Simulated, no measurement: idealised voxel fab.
The name of this process module is voxel ribs on slabs.
Displayed cross-section: cut, width of 265 nm, square cells sized 5 nm.
In this document a cross-section is written as a grid of square cells. It is given as a series of bands, listed from the top down, and a band is one or more rows of cells. Band: top and bottom heights (nm) first, top before bottom; then materials from left to right, widths in nm. "all across" marks a sole material filling the band edge to edge. "air" denotes empty space. Zero point of the height axis is 0; under it, received wafer = one material. Lowest band: continues down indefinitely, "0 -> down". A two-number width, for instance "30->40", indicates that the width is equal to the first number in the top row of the band and to the second number in the bottom row, and that it changes by a constant amount per row of cells. Where a step carries "everything unchanged", the cross-section came out of it unchanged, cell for cell. The entry "Encapsulated voids" lists the empty spaces that cover at least 8 cells and have no open path to the top. Each is written as width x height at distance, where the distance is measured from the left edge and all three values are in nm. after a step's settings: what the simulator itself notes on the step. A step's line can hold "overlay nm"; with a mask on that step, the setting says how far right of the planned place the mask lay, while a negative setting says it lay to the left.

-- Intended process steps
- 1: RECEIVE,material Si
- 2: DIRECTIONAL_DEP,material SiO2,thk nm 30
- 3: DIRECTIONAL_DEP,material SiN,thk nm 20
- 4: PATTERN,tone cover,mask id RIB,material resist,width nm 30,thk nm 20,overlay nm 0
- 5: DIRECTIONAL_ETCH,etch materials SiN,depth nm 15
- 6: STRIP,etch materials resist
- 7: MASKED_ETCH,tone cover,mask id SLAB,width nm 90,etch materials SiN,depth nm 5,overlay nm 0
- 8: FILL_DEP,material SiO2,thk nm 25
- 9: CMP,height nm 65
- 10: DIRECTIONAL_DEP,material TiN,thk nm 10
- 11: MASKED_ETCH,tone cover,mask id HEATER,width nm 40,etch materials TiN,depth nm 10,overlay nm 0
- 12: CONFORMAL_DEP,material SiN,thk nm 5

-- Cross-section: wafer on arrival = after step 1
  0 -> down = Si all across
  Encapsulated voids: none

-- Cross-section: first of two wafers, module finished, run according to plan
  80 -> 75 = air: 105; SiN: 50; air: 110
  75 -> 70 = air: 105; SiN: 5; TiN: 40; SiN: 5; air: 110
  70 -> 65 = SiN: 110; TiN: 40; SiN: 115
  65 -> 50 = SiO2 all across
  50 -> 35 = SiO2: 115; SiN: 30; SiO2: 120
  35 -> 30 = SiO2: 85; SiN: 90; SiO2: 90
  30 -> 0 = SiO2 all across
  0 -> down = Si all across
  Encapsulated voids: none

-- End-of-module cross-section of the second wafer: identical starting point and process plan to the first, with one processing mistake
  80 -> 75 = air: 105; SiN: 50; air: 110
  75 -> 70 = air: 105; SiN: 5; TiN: 40; SiN: 5; air: 110
  70 -> 65 = SiN: 110; TiN: 40; SiN: 115
  65 -> 45 = SiO2 all across
  45 -> 30 = SiO2: 115; SiN: 30; SiO2: 120
  30 -> 25 = SiO2: 85; SiN: 90; SiO2: 90
  25 -> 0 = SiO2 all across
  0 -> down = Si all across
  Encapsulated voids: none
Where did the run depart from the plan? note that step 2 departed from the planned setting and was carried out as DIRECTIONAL_DEP,material SiO2,thk nm 25
At the close, every material occupies the same number of cells on the second wafer as on the first, only in different positions.
